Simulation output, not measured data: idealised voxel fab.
The following is a process module called voxel air gaps.
Each square cell in cross-section cut measures 5 nm, and the section as a whole is 155 nm wide.
Cross-section layout: square cells on a grid; listed as bands, top to bottom; a band spans one or more cell rows.
For a band, the entry starts with two heights in nm, that of the top and then that of the bottom, and carries on with the band's materials in order from left to right, each alongside its width in nm; the word "all across" beside a single material means it fills the band edge to edge, and "blank" means empty space.
It should be noted that heights are counted from 0, beneath which the wafer as supplied is of one material throughout, and that the lowest band possesses no lower boundary but continues downward, as written in "z 0 and below".
Width "30 to 40": first value at the band's top row of cells, second value at its bottom row, equal change from row to row.
No cell of the cross-section changed in a step that is given as "changes: none".
Basically, "Catalogued sealed voids" tells you about the enclosed voids: empty spaces with no open way to the top, 8 cells or bigger, each written width x height at distance, where distance is from the left edge, all in nm.
Past the settings on a step's line: simulator remark, on that step.
A step line may carry the setting "overlay nm", which, for steps involving a mask, states the distance by which the mask lay to the right of its intended position; negative values denote displacement to the left.
## Steps in the process plan
1: op RECEIVE | material Si
2: op CONFORMAL_DEP | material SiO2 | thk nm 15
3: op CONFORMAL_DEP | material SiCN | thk nm 5
4: op DIRECTIONAL_DEP | material lowk | thk nm 35
5: op PATTERN | tone open | mask id LINES | material resist | width nm 15 | pitch nm 40 | thk nm 15 | overlay nm 0
6: op DIRECTIONAL_ETCH | etch materials lowk | depth nm 35
7: op STRIP | etch materials resist
8: op CONFORMAL_DEP | material TiN | thk nm 5
9: op FILL_DEP | material W | thk nm 5
10: op CMP | height nm 55
11: op EPI | material Ru | thk nm 10
12: op SELECTIVE_ETCH | etch materials lowk | depth nm 45
13: op CONFORMAL_DEP | material SiCN | thk nm 5
## Incoming wafer in cross-section (state: after step 1)
    z 0 and below = Si all across
    Catalogued sealed voids: none
## Post-module cross-section: identical start and plan to those above, one misstep in execution
    z 70 to 65 = SiCN all across
    z 65 to 55 = Ru all across
    z 55 to 50 = W all across
    z 50 to 45 = TiN 35 nm | W 5 nm | TiN 35 nm | W 5 nm | TiN 35 nm | W 5 nm | TiN 35 nm
    z 45 to 15 = lowk 30 nm | TiN 5 nm | W 5 nm | TiN 5 nm | lowk 25 nm | TiN 5 nm | W 5 nm | TiN 5 nm | lowk 25 nm | TiN 5 nm | W 5 nm | TiN 5 nm | lowk 30 nm
    z 15 to 10 = lowk 30 nm | TiN 15 nm | lowk 25 nm | TiN 15 nm | lowk 25 nm | TiN 15 nm | lowk 30 nm
    z 10 to 5 = SiCN all across
    z 5 to 0 = SiO2 all across
    z 0 and below = Si all across
    Catalogued sealed voids: none
Where did the run depart from the plan? step 2 changed vs plan, executed as op CONFORMAL_DEP | material SiO2 | thk nm 5
